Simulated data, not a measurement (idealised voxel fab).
This section sets out a process module, namely voxel gate over fins.
Section shown: cut. Width: 160 nm. Cell size: 5 nm, square.
Cross-section layout: square cells on a grid; listed as bands, top to bottom; a band spans one or more cell rows.
Quick guide to a band line: top height, bottom height (nm) up front; then every material left to right with its width in nm. Only one material and it's marked "throughout"? Then it fills the band edge to edge. And "air" just means empty space.
Zero point of the height axis is 0; under it, received wafer = one material. Lowest band: continues down indefinitely, "0 down".
The notation "30 to 40" denotes a width that varies across the rows of cells in the band, beginning at the first number in the top row, finishing at the second number in the bottom row, and changing by an identical amount from each row to the next.
Given "remained the same" for a step, no cell of the cross-section differs between before and after that step.
Encapsulated voids: empty space of 8 cells or more with no open way to the top, each as width x height at its distance from the left edge, in nm
Formally, on a step line, whatever follows the settings is a remark that the simulator itself makes on the step.
overlay nm: for a step with a mask, the amount by which the mask lay right of where it was planned; a negative amount means left of it.

SO HERE'S THE LINEUP OF PROCESS STEPS WE PLANNED
| 1 | RECEIVE (material Si) |
| 2 | CONFORMAL_DEP (material SiN; thk nm 5) |
| 3 | MASKED_ETCH (tone cover; mask id FINS; width nm 15; pitch nm 55; etch materials SiN; depth nm 5; overlay nm 0) |
| 4 | MASKED_ETCH (tone cover; mask id FINS; width nm 15; pitch nm 55; etch materials Si; depth nm 35; overlay nm 0) |
| 5 | OXIDIZE (depth nm 5) |
| 6 | FILL_DEP (material SiO2; thk nm 5) |
| 7 | CMP (height nm 5) |
| 8 | PATTERN (tone open; mask id RAIL; material resist; width nm 15; thk nm 15; overlay nm 0) |
| 9 | DIRECTIONAL_ETCH (etch materials SiO2; depth nm 35) |
| 10 | STRIP (etch materials resist) |
| 11 | CONFORMAL_DEP (material TiN; thk nm 5) |
| 12 | FILL_DEP (material W; thk nm 10) |
| 13 | CMP (height nm 5) |
| 14 | SELECTIVE_ETCH (etch materials W Ru TiN; depth nm 25) |
| 15 | FILL_DEP (material SiO2; thk nm 5) |
| 16 | CMP (height nm 5) |
| 17 | SELECTIVE_ETCH (etch materials SiO2; depth nm 20) |
| 18 | STRIP (etch materials SiN) |
| 19 | CONFORMAL_DEP (material HfO2; thk nm 5) |
| 20 | CONFORMAL_DEP (material TiN; thk nm 5) |
| 21 | CONFORMAL_DEP (material TiAl; thk nm 5) |
| 22 | CONFORMAL_DEP (material TiN; thk nm 5) |
| 23 | FILL_DEP (material W; thk nm 15) |
| 24 | CMP (height nm 30) |
| 25 | CONFORMAL_DEP (material SiN; thk nm 10) |

FIRST WAFER, TWO IN TOTAL, RUN AS PLANNED

AS RECEIVED, AFTER STEP 1
  0 down | Si throughout
  Encapsulated voids: none

PRESENTED HERE IS A CROSS-SECTION OF THE WAFER AFTER STEP 2 HAS BEEN PERFORMED
  5 to 0 | SiN throughout
  Whatever lies below 0 is exactly as it was before.

PRESENTED HERE IS A CROSS-SECTION OF THE WAFER AFTER STEP 3 HAS BEEN PERFORMED
  5 to 0 | 15 of air  15 of SiN  40 of air  15 of SiN  40 of air  15 of SiN  20 of air
  Whatever lies below 0 is exactly as it was before.

PRESENTED HERE IS A CROSS-SECTION OF THE WAFER AFTER STEP 4 HAS BEEN PERFORMED
  5 to 0 | 15 of air  15 of SiN  40 of air  15 of SiN  40 of air  15 of SiN  20 of air
  0 to -35 | 15 of air  15 of Si  40 of air  15 of Si  40 of air  15 of Si  20 of air
  Whatever lies below -35 is exactly as it was before.

PRESENTED HERE IS A CROSS-SECTION OF THE WAFER AFTER STEP 5 HAS BEEN PERFORMED
  5 to 0 | 15 of air  15 of SiN  40 of air  15 of SiN  40 of air  15 of SiN  20 of air
  0 to -35 | 15 of air  5 of SiO2  5 of Si  5 of SiO2  40 of air  5 of SiO2  5 of Si  5 of SiO2  40 of air  5 of SiO2  5 of Si  5 of SiO2  20 of air
  -35 to -40 | 20 of SiO2  5 of Si  50 of SiO2  5 of Si  50 of SiO2  5 of Si  25 of SiO2
  Whatever lies below -40 is exactly as it was before.

PRESENTED HERE IS A CROSS-SECTION OF THE WAFER AFTER STEP 6 HAS BEEN PERFORMED
  10 to 5 | SiO2 throughout
  5 to 0 | 15 of SiO2  15 of SiN  40 of SiO2  15 of SiN  40 of SiO2  15 of SiN  20 of SiO2
  0 to -40 | 20 of SiO2  5 of Si  50 of SiO2  5 of Si  50 of SiO2  5 of Si  25 of SiO2
  Whatever lies below -40 is exactly as it was before.

PRESENTED HERE IS A CROSS-SECTION OF THE WAFER AFTER STEP 7 HAS BEEN PERFORMED
  5 to 0 | 15 of SiO2  15 of SiN  40 of SiO2  15 of SiN  40 of SiO2  15 of SiN  20 of SiO2
  Whatever lies below 0 is exactly as it was before.

PRESENTED HERE IS A CROSS-SECTION OF THE WAFER AFTER STEP 8 HAS BEEN PERFORMED
  20 to 5 | 40 of resist  15 of air  105 of resist
  Whatever lies below 5 is exactly as it was before.

PRESENTED HERE IS A CROSS-SECTION OF THE WAFER AFTER STEP 9 HAS BEEN PERFORMED
  20 to 5 | 40 of resist  15 of air  105 of resist
  5 to 0 | 15 of SiO2  15 of SiN  10 of SiO2  15 of air  15 of SiO2  15 of SiN  40 of SiO2  15 of SiN  20 of SiO2
  0 to -30 | 20 of SiO2  5 of Si  15 of SiO2  15 of air  20 of SiO2  5 of Si  50 of SiO2  5 of Si  25 of SiO2
  Whatever lies below -30 is exactly as it was before.

PRESENTED HERE IS A CROSS-SECTION OF THE WAFER AFTER STEP 10 HAS BEEN PERFORMED
  5 to 0 | 15 of SiO2  15 of SiN  10 of SiO2  15 of air  15 of SiO2  15 of SiN  40 of SiO2  15 of SiN  20 of SiO2
  Whatever lies below 0 is exactly as it was before.

PRESENTED HERE IS A CROSS-SECTION OF THE WAFER AFTER STEP 11 HAS BEEN PERFORMED
  10 to 5 | 45 of TiN  5 of air  110 of TiN
  5 to 0 | 15 of SiO2  15 of SiN  10 of SiO2  5 of TiN  5 of air  5 of TiN  15 of SiO2  15 of SiN  40 of SiO2  15 of SiN  20 of SiO2
  0 to -25 | 20 of SiO2  5 of Si  15 of SiO2  5 of TiN  5 of air  5 of TiN  20 of SiO2  5 of Si  50 of SiO2  5 of Si  25 of SiO2
  -25 to -30 | 20 of SiO2  5 of Si  15 of SiO2  15 of TiN  20 of SiO2  5 of Si  50 of SiO2  5 of Si  25 of SiO2
  Whatever lies below -30 is exactly as it was before.

PRESENTED HERE IS A CROSS-SECTION OF THE WAFER AFTER STEP 12 HAS BEEN PERFORMED
  20 to 10 | W throughout
  10 to 5 | 45 of TiN  5 of W  110 of TiN
  5 to 0 | 15 of SiO2  15 of SiN  10 of SiO2  5 of TiN  5 of W  5 of TiN  15 of SiO2  15 of SiN  40 of SiO2  15 of SiN  20 of SiO2
  0 to -25 | 20 of SiO2  5 of Si  15 of SiO2  5 of TiN  5 of W  5 of TiN  20 of SiO2  5 of Si  50 of SiO2  5 of Si  25 of SiO2
  Whatever lies below -25 is exactly as it was before.

PRESENTED HERE IS A CROSS-SECTION OF THE WAFER AFTER STEP 13 HAS BEEN PERFORMED
  5 to 0 | 15 of SiO2  15 of SiN  10 of SiO2  5 of TiN  5 of W  5 of TiN  15 of SiO2  15 of SiN  40 of SiO2  15 of SiN  20 of SiO2
  Whatever lies below 0 is exactly as it was before.

PRESENTED HERE IS A CROSS-SECTION OF THE WAFER AFTER STEP 14 HAS BEEN PERFORMED
  5 to 0 | 15 of SiO2  15 of SiN  10 of SiO2  15 of air  15 of SiO2  15 of SiN  40 of SiO2  15 of SiN  20 of SiO2
  0 to -20 | 20 of SiO2  5 of Si  15 of SiO2  15 of air  20 of SiO2  5 of Si  50 of SiO2  5 of Si  25 of SiO2
  Whatever lies below -20 is exactly as it was before.

PRESENTED HERE IS A CROSS-SECTION OF THE WAFER AFTER STEP 15 HAS BEEN PERFORMED
  10 to 5 | SiO2 throughout
  5 to 0 | 15 of SiO2  15 of SiN  40 of SiO2  15 of SiN  40 of SiO2  15 of SiN  20 of SiO2
  0 to -20 | 20 of SiO2  5 of Si  50 of SiO2  5 of Si  50 of SiO2  5 of Si  25 of SiO2
  Whatever lies below -20 is exactly as it was before.

PRESENTED HERE IS A CROSS-SECTION OF THE WAFER AFTER STEP 16 HAS BEEN PERFORMED
  5 to 0 | 15 of SiO2  15 of SiN  40 of SiO2  15 of SiN  40 of SiO2  15 of SiN  20 of SiO2
  Whatever lies below 0 is exactly as it was before.

PRESENTED HERE IS A CROSS-SECTION OF THE WAFER AFTER STEP 17 HAS BEEN PERFORMED
  5 to 0 | 15 of air  15 of SiN  40 of air  15 of SiN  40 of air  15 of SiN  20 of air
  0 to -15 | 20 of air  5 of Si  50 of air  5 of Si  50 of air  5 of Si  25 of air
  Whatever lies below -15 is exactly as it was before.

PRESENTED HERE IS A CROSS-SECTION OF THE WAFER AFTER STEP 18 HAS BEEN PERFORMED
  0 to -15 | 20 of air  5 of Si  50 of air  5 of Si  50 of air  5 of Si  25 of air
  Whatever lies below -15 is exactly as it was before.

PRESENTED HERE IS A CROSS-SECTION OF THE WAFER AFTER STEP 19 HAS BEEN PERFORMED
  5 to 0 | 15 of air  15 of HfO2  40 of air  15 of HfO2  40 of air  15 of HfO2  20 of air
  0 to -10 | 15 of air  5 of HfO2  5 of Si  5 of HfO2  40 of air  5 of HfO2  5 of Si  5 of HfO2  40 of air  5 of HfO2  5 of Si  5 of HfO2  20 of air
  -10 to -15 | 20 of HfO2  5 of Si  50 of HfO2  5 of Si  50 of HfO2  5 of Si  25 of HfO2
  Whatever lies below -15 is exactly as it was before.

PRESENTED HERE IS A CROSS-SECTION OF THE WAFER AFTER STEP 20 HAS BEEN PERFORMED
  10 to 5 | 10 of air  25 of TiN  30 of air  25 of TiN  30 of air  25 of TiN  15 of air
  5 to 0 | 10 of air  5 of TiN  15 of HfO2  5 of TiN  30 of air  5 of TiN  15 of HfO2  5 of TiN  30 of air  5 of TiN  15 of HfO2  5 of TiN  15 of air
  0 to -5 | 10 of air  5 of TiN  5 of HfO2  5 of Si  5 of HfO2  5 of TiN  30 of air  5 of TiN  5 of HfO2  5 of Si  5 of HfO2  5 of TiN  30 of air  5 of TiN  5 of HfO2  5 of Si  5 of HfO2  5 of TiN  15 of air
  -5 to -10 | 15 of TiN  5 of HfO2  5 of Si  5 of HfO2  40 of TiN  5 of HfO2  5 of Si  5 of HfO2  40 of TiN  5 of HfO2  5 of Si  5 of HfO2  20 of TiN
  Whatever lies below -10 is exactly as it was before.

PRESENTED HERE IS A CROSS-SECTION OF THE WAFER AFTER STEP 21 HAS BEEN PERFORMED
  15 to 10 | 5 of air  35 of TiAl  20 of air  35 of TiAl  20 of air  35 of TiAl  10 of air
  10 to 5 | 5 of air  5 of TiAl  25 of TiN  5 of TiAl  20 of air  5 of TiAl  25 of TiN  5 of TiAl  20 of air  5 of TiAl  25 of TiN  5 of TiAl  10 of air
  5 to 0 | 5 of air  5 of TiAl  5 of TiN  15 of HfO2  5 of TiN  5 of TiAl  20 of air  5 of TiAl  5 of TiN  15 of HfO2  5 of TiN  5 of TiAl  20 of air  5 of TiAl  5 of TiN  15 of HfO2  5 of TiN  5 of TiAl  10 of air
  0 to -5 | 10 of TiAl  5 of TiN  5 of HfO2  5 of Si  5 of HfO2  5 of TiN  30 of TiAl  5 of TiN  5 of HfO2  5 of Si  5 of HfO2  5 of TiN  30 of TiAl  5 of TiN  5 of HfO2  5 of Si  5 of HfO2  5 of TiN  15 of TiAl
  Whatever lies below -5 is exactly as it was before.

PRESENTED HERE IS A CROSS-SECTION OF THE WAFER AFTER STEP 22 HAS BEEN PERFORMED
  20 to 15 | 45 of TiN  10 of air  45 of TiN  10 of air  45 of TiN  5 of air
  15 to 10 | 5 of TiN  35 of TiAl  5 of TiN  10 of air  5 of TiN  35 of TiAl  5 of TiN  10 of air  5 of TiN  35 of TiAl  5 of TiN  5 of air
  10 to 5 | 5 of TiN  5 of TiAl  25 of TiN  5 of TiAl  5 of TiN  10 of air  5 of TiN  5 of TiAl  25 of TiN  5 of TiAl  5 of TiN  10 of air  5 of TiN  5 of TiAl  25 of TiN  5 of TiAl  5 of TiN  5 of air
  5 to 0 | 5 of TiN  5 of TiAl  5 of TiN  15 of HfO2  5 of TiN  5 of TiAl  20 of TiN  5 of TiAl  5 of TiN  15 of HfO2  5 of TiN  5 of TiAl  20 of TiN  5 of TiAl  5 of TiN  15 of HfO2  5 of TiN  5 of TiAl  10 of TiN
  Whatever lies below 0 is exactly as it was before.

PRESENTED HERE IS A CROSS-SECTION OF THE WAFER AFTER STEP 23 HAS BEEN PERFORMED
  35 to 20 | W throughout
  20 to 15 | 45 of TiN  10 of W  45 of TiN  10 of W  45 of TiN  5 of W
  15 to 10 | 5 of TiN  35 of TiAl  5 of TiN  10 of W  5 of TiN  35 of TiAl  5 of TiN  10 of W  5 of TiN  35 of TiAl  5 of TiN  5 of W
  10 to 5 | 5 of TiN  5 of TiAl  25 of TiN  5 of TiAl  5 of TiN  10 of W  5 of TiN  5 of TiAl  25 of TiN  5 of TiAl  5 of TiN  10 of W  5 of TiN  5 of TiAl  25 of TiN  5 of TiAl  5 of TiN  5 of W
  Whatever lies below 5 is exactly as it was before.

PRESENTED HERE IS A CROSS-SECTION OF THE WAFER AFTER STEP 24 HAS BEEN PERFORMED
  30 to 20 | W throughout
  Whatever lies below 20 is exactly as it was before.

PRESENTED HERE IS A CROSS-SECTION OF THE WAFER AFTER STEP 25 HAS BEEN PERFORMED
  40 to 30 | SiN throughout
  Whatever lies below 30 is exactly as it was before.

COMPANION WAFER, THE SECOND OF TWO: SAME BEGINNING, SAME INTENDED SEQUENCE, ONE MISTAKE IN CARRYING IT OUT; THROUGH STEP 2 INCLUSIVE IT TRACKS THE FIRST EXACTLY

LOOK AT THE SECOND WAFER IN CROSS-SECTION AT THE TIME STEP 3 OUGHT TO HAVE FINISHED
  5 to 0 | 20 of air  15 of SiN  40 of air  15 of SiN  40 of air  15 of SiN  15 of air
  Whatever lies below 0 is exactly as it was before.

LOOK AT THE SECOND WAFER IN CROSS-SECTION AT THE TIME STEP 4 OUGHT TO HAVE FINISHED
  5 to 0 | 20 of air  15 of SiN  40 of air  15 of SiN  40 of air  15 of SiN  15 of air
  0 to -35 | 15 of air  20 of Si  35 of air  20 of Si  35 of air  20 of Si  15 of air
  Whatever lies below -35 is exactly as it was before.

LOOK AT THE SECOND WAFER IN CROSS-SECTION AT THE TIME STEP 5 OUGHT TO HAVE FINISHED
  5 to 0 | 20 of air  15 of SiN  40 of air  15 of SiN  40 of air  15 of SiN  15 of air
  0 to -5 | 15 of air  10 of SiO2  5 of Si  5 of SiO2  35 of air  10 of SiO2  5 of Si  5 of SiO2  35 of air  10 of SiO2  5 of Si  5 of SiO2  15 of air
  -5 to -35 | 15 of air  5 of SiO2  10 of Si  5 of SiO2  35 of air  5 of SiO2  10 of Si  5 of SiO2  35 of air  5 of SiO2  10 of Si  5 of SiO2  15 of air
  -35 to -40 | 20 of SiO2  10 of Si  45 of SiO2  10 of Si  45 of SiO2  10 of Si  20 of SiO2
  Whatever lies below -40 is exactly as it was before.

LOOK AT THE SECOND WAFER IN CROSS-SECTION AT THE TIME STEP 6 OUGHT TO HAVE FINISHED
  10 to 5 | SiO2 throughout
  5 to 0 | 20 of SiO2  15 of SiN  40 of SiO2  15 of SiN  40 of SiO2  15 of SiN  15 of SiO2
  0 to -5 | 25 of SiO2  5 of Si  50 of SiO2  5 of Si  50 of SiO2  5 of Si  20 of SiO2
  -5 to -40 | 20 of SiO2  10 of Si  45 of SiO2  10 of Si  45 of SiO2  10 of Si  20 of SiO2
  Whatever lies below -40 is exactly as it was before.

LOOK AT THE SECOND WAFER IN CROSS-SECTION AT THE TIME STEP 7 OUGHT TO HAVE FINISHED
  5 to 0 | 20 of SiO2  15 of SiN  40 of SiO2  15 of SiN  40 of SiO2  15 of SiN  15 of SiO2
  Whatever lies below 0 is exactly as it was before.

LOOK AT THE SECOND WAFER IN CROSS-SECTION AT THE TIME STEP 8 OUGHT TO HAVE FINISHED
  20 to 5 | 40 of resist  15 of air  105 of resist
  Whatever lies below 5 is exactly as it was before.

LOOK AT THE SECOND WAFER IN CROSS-SECTION AT THE TIME STEP 9 OUGHT TO HAVE FINISHED
  20 to 5 | 40 of resist  15 of air  105 of resist
  5 to 0 | 20 of SiO2  15 of SiN  5 of SiO2  15 of air  20 of SiO2  15 of SiN  40 of SiO2  15 of SiN  15 of SiO2
  0 to -5 | 25 of SiO2  5 of Si  10 of SiO2  15 of air  25 of SiO2  5 of Si  50 of SiO2  5 of Si  20 of SiO2
  -5 to -30 | 20 of SiO2  10 of Si  10 of SiO2  15 of air  20 of SiO2  10 of Si  45 of SiO2  10 of Si  20 of SiO2
  Whatever lies below -30 is exactly as it was before.

LOOK AT THE SECOND WAFER IN CROSS-SECTION AT THE TIME STEP 10 OUGHT TO HAVE FINISHED
  5 to 0 | 20 of SiO2  15 of SiN  5 of SiO2  15 of air  20 of SiO2  15 of SiN  40 of SiO2  15 of SiN  15 of SiO2
  Whatever lies below 0 is exactly as it was before.

LOOK AT THE SECOND WAFER IN CROSS-SECTION AT THE TIME STEP 11 OUGHT TO HAVE FINISHED
  10 to 5 | 45 of TiN  5 of air  110 of TiN
  5 to 0 | 20 of SiO2  15 of SiN  5 of SiO2  5 of TiN  5 of air  5 of TiN  20 of SiO2  15 of SiN  40 of SiO2  15 of SiN  15 of SiO2
  0 to -5 | 25 of SiO2  5 of Si  10 of SiO2  5 of TiN  5 of air  5 of TiN  25 of SiO2  5 of Si  50 of SiO2  5 of Si  20 of SiO2
  -5 to -25 | 20 of SiO2  10 of Si  10 of SiO2  5 of TiN  5 of air  5 of TiN  20 of SiO2  10 of Si  45 of SiO2  10 of Si  20 of SiO2
  -25 to -30 | 20 of SiO2  10 of Si  10 of SiO2  15 of TiN  20 of SiO2  10 of Si  45 of SiO2  10 of Si  20 of SiO2
  Whatever lies below -30 is exactly as it was before.

LOOK AT THE SECOND WAFER IN CROSS-SECTION AT THE TIME STEP 12 OUGHT TO HAVE FINISHED
  20 to 10 | W throughout
  10 to 5 | 45 of TiN  5 of W  110 of TiN
  5 to 0 | 20 of SiO2  15 of SiN  5 of SiO2  5 of TiN  5 of W  5 of TiN  20 of SiO2  15 of SiN  40 of SiO2  15 of SiN  15 of SiO2
  0 to -5 | 25 of SiO2  5 of Si  10 of SiO2  5 of TiN  5 of W  5 of TiN  25 of SiO2  5 of Si  50 of SiO2  5 of Si  20 of SiO2
  -5 to -25 | 20 of SiO2  10 of Si  10 of SiO2  5 of TiN  5 of W  5 of TiN  20 of SiO2  10 of Si  45 of SiO2  10 of Si  20 of SiO2
  Whatever lies below -25 is exactly as it was before.

LOOK AT THE SECOND WAFER IN CROSS-SECTION AT THE TIME STEP 13 OUGHT TO HAVE FINISHED
  5 to 0 | 20 of SiO2  15 of SiN  5 of SiO2  5 of TiN  5 of W  5 of TiN  20 of SiO2  15 of SiN  40 of SiO2  15 of SiN  15 of SiO2
  Whatever lies below 0 is exactly as it was before.

LOOK AT THE SECOND WAFER IN CROSS-SECTION AT THE TIME STEP 14 OUGHT TO HAVE FINISHED
  5 to 0 | 20 of SiO2  15 of SiN  5 of SiO2  15 of air  20 of SiO2  15 of SiN  40 of SiO2  15 of SiN  15 of SiO2
  0 to -5 | 25 of SiO2  5 of Si  10 of SiO2  15 of air  25 of SiO2  5 of Si  50 of SiO2  5 of Si  20 of SiO2
  -5 to -20 | 20 of SiO2  10 of Si  10 of SiO2  15 of air  20 of SiO2  10 of Si  45 of SiO2  10 of Si  20 of SiO2
  Whatever lies below -20 is exactly as it was before.

LOOK AT THE SECOND WAFER IN CROSS-SECTION AT THE TIME STEP 15 OUGHT TO HAVE FINISHED
  10 to 5 | SiO2 throughout
  5 to 0 | 20 of SiO2  15 of SiN  40 of SiO2  15 of SiN  40 of SiO2  15 of SiN  15 of SiO2
  0 to -5 | 25 of SiO2  5 of Si  50 of SiO2  5 of Si  50 of SiO2  5 of Si  20 of SiO2
  -5 to -20 | 20 of SiO2  10 of Si  45 of SiO2  10 of Si  45 of SiO2  10 of Si  20 of SiO2
  Whatever lies below -20 is exactly as it was before.

LOOK AT THE SECOND WAFER IN CROSS-SECTION AT THE TIME STEP 16 OUGHT TO HAVE FINISHED
  5 to 0 | 20 of SiO2  15 of SiN  40 of SiO2  15 of SiN  40 of SiO2  15 of SiN  15 of SiO2
  Whatever lies below 0 is exactly as it was before.

LOOK AT THE SECOND WAFER IN CROSS-SECTION AT THE TIME STEP 17 OUGHT TO HAVE FINISHED
  5 to 0 | 20 of air  15 of SiN  40 of air  15 of SiN  40 of air  15 of SiN  15 of air
  0 to -5 | 25 of air  5 of Si  50 of air  5 of Si  50 of air  5 of Si  20 of air
  -5 to -15 | 20 of air  10 of Si  45 of air  10 of Si  45 of air  10 of Si  20 of air
  Whatever lies below -15 is exactly as it was before.

LOOK AT THE SECOND WAFER IN CROSS-SECTION AT THE TIME STEP 18 OUGHT TO HAVE FINISHED
  0 to -5 | 25 of air  5 of Si  50 of air  5 of Si  50 of air  5 of Si  20 of air
  Whatever lies below -5 is exactly as it was before.

LOOK AT THE SECOND WAFER IN CROSS-SECTION AT THE TIME STEP 19 OUGHT TO HAVE FINISHED
  5 to 0 | 20 of air  15 of HfO2  40 of air  15 of HfO2  40 of air  15 of HfO2  15 of air
  0 to -10 | 15 of air  10 to 5 of HfO2  5 to 10 of Si  5 of HfO2  35 of air  10 to 5 of HfO2  5 to 10 of Si  5 of HfO2  35 of air  10 to 5 of HfO2  5 to 10 of Si  5 of HfO2  15 of air
  -10 to -15 | 20 of HfO2  10 of Si  45 of HfO2  10 of Si  45 of HfO2  10 of Si  20 of HfO2
  Whatever lies below -15 is exactly as it was before.

LOOK AT THE SECOND WAFER IN CROSS-SECTION AT THE TIME STEP 20 OUGHT TO HAVE FINISHED
  10 to 5 | 15 of air  25 of TiN  30 of air  25 of TiN  30 of air  25 of TiN  10 of air
  5 to 0 | 10 of air  10 of TiN  15 of HfO2  5 of TiN  25 of air  10 of TiN  15 of HfO2  5 of TiN  25 of air  10 of TiN  15 of HfO2  5 of TiN  10 of air
  0 to -5 | 10 of air  5 of TiN  10 of HfO2  5 of Si  5 of HfO2  5 of TiN  25 of air  5 of TiN  10 of HfO2  5 of Si  5 of HfO2  5 of TiN  25 of air  5 of TiN  10 of HfO2  5 of Si  5 of HfO2  5 of TiN  10 of air
  -5 to -10 | 15 of TiN  5 of HfO2  10 of Si  5 of HfO2  35 of TiN  5 of HfO2  10 of Si  5 of HfO2  35 of TiN  5 of HfO2  10 of Si  5 of HfO2  15 of TiN
  Whatever lies below -10 is exactly as it was before.

LOOK AT THE SECOND WAFER IN CROSS-SECTION AT THE TIME STEP 21 OUGHT TO HAVE FINISHED
  15 to 10 | 10 of air  35 of TiAl  20 of air  35 of TiAl  20 of air  35 of TiAl  5 of air
  10 to 5 | 5 of air  10 of TiAl  25 of TiN  5 of TiAl  15 of air  10 of TiAl  25 of TiN  5 of TiAl  15 of air  10 of TiAl  25 of TiN  5 of TiAl  5 of air
  5 to 0 | 5 of air  5 of TiAl  10 of TiN  15 of HfO2  5 of TiN  5 of TiAl  15 of air  5 of TiAl  10 of TiN  15 of HfO2  5 of TiN  5 of TiAl  15 of air  5 of TiAl  10 of TiN  15 of HfO2  5 of TiN  5 of TiAl  5 of air
  0 to -5 | 10 of TiAl  5 of TiN  10 of HfO2  5 of Si  5 of HfO2  5 of TiN  25 of TiAl  5 of TiN  10 of HfO2  5 of Si  5 of HfO2  5 of TiN  25 of TiAl  5 of TiN  10 of HfO2  5 of Si  5 of HfO2  5 of TiN  10 of TiAl
  Whatever lies below -5 is exactly as it was before.

LOOK AT THE SECOND WAFER IN CROSS-SECTION AT THE TIME STEP 22 OUGHT TO HAVE FINISHED
  20 to 15 | 5 of air  45 of TiN  10 of air  45 of TiN  10 of air  45 of TiN
  15 to 10 | 10 of TiN  35 of TiAl  5 of TiN  5 of air  10 of TiN  35 of TiAl  5 of TiN  5 of air  10 of TiN  35 of TiAl  5 of TiN
  10 to 5 | 5 of TiN  10 of TiAl  25 of TiN  5 of TiAl  5 of TiN  5 of air  5 of TiN  10 of TiAl  25 of TiN  5 of TiAl  5 of TiN  5 of air  5 of TiN  10 of TiAl  25 of TiN  5 of TiAl  5 of TiN
  5 to 0 | 5 of TiN  5 of TiAl  10 of TiN  15 of HfO2  5 of TiN  5 of TiAl  15 of TiN  5 of TiAl  10 of TiN  15 of HfO2  5 of TiN  5 of TiAl  15 of TiN  5 of TiAl  10 of TiN  15 of HfO2  5 of TiN  5 of TiAl  5 of TiN
  Whatever lies below 0 is exactly as it was before.

LOOK AT THE SECOND WAFER IN CROSS-SECTION AT THE TIME STEP 23 OUGHT TO HAVE FINISHED
  35 to 20 | W throughout
  20 to 15 | 5 of W  45 of TiN  10 of W  45 of TiN  10 of W  45 of TiN
  15 to 10 | 10 of TiN  35 of TiAl  5 of TiN  5 of W  10 of TiN  35 of TiAl  5 of TiN  5 of W  10 of TiN  35 of TiAl  5 of TiN
  10 to 5 | 5 of TiN  10 of TiAl  25 of TiN  5 of TiAl  5 of TiN  5 of W  5 of TiN  10 of TiAl  25 of TiN  5 of TiAl  5 of TiN  5 of W  5 of TiN  10 of TiAl  25 of TiN  5 of TiAl  5 of TiN
  Whatever lies below 5 is exactly as it was before.

LOOK AT THE SECOND WAFER IN CROSS-SECTION AT THE TIME STEP 24 OUGHT TO HAVE FINISHED
  30 to 20 | W throughout
  Whatever lies below 20 is exactly as it was before.

LOOK AT THE SECOND WAFER IN CROSS-SECTION AT THE TIME STEP 25 OUGHT TO HAVE FINISHED
  40 to 30 | SiN throughout
  Whatever lies below 30 is exactly as it was before.
Deviation noted in wafer processing: not per plan at step 3, really ran MASKED_ETCH (tone cover; mask id FINS; width nm 15; pitch nm 55; etch materials SiN; depth nm 5; overlay nm 5)
Final wafer comparison in cells, second versus first, more or fewer per material: Si +21 | SiO2 -15 | W -6
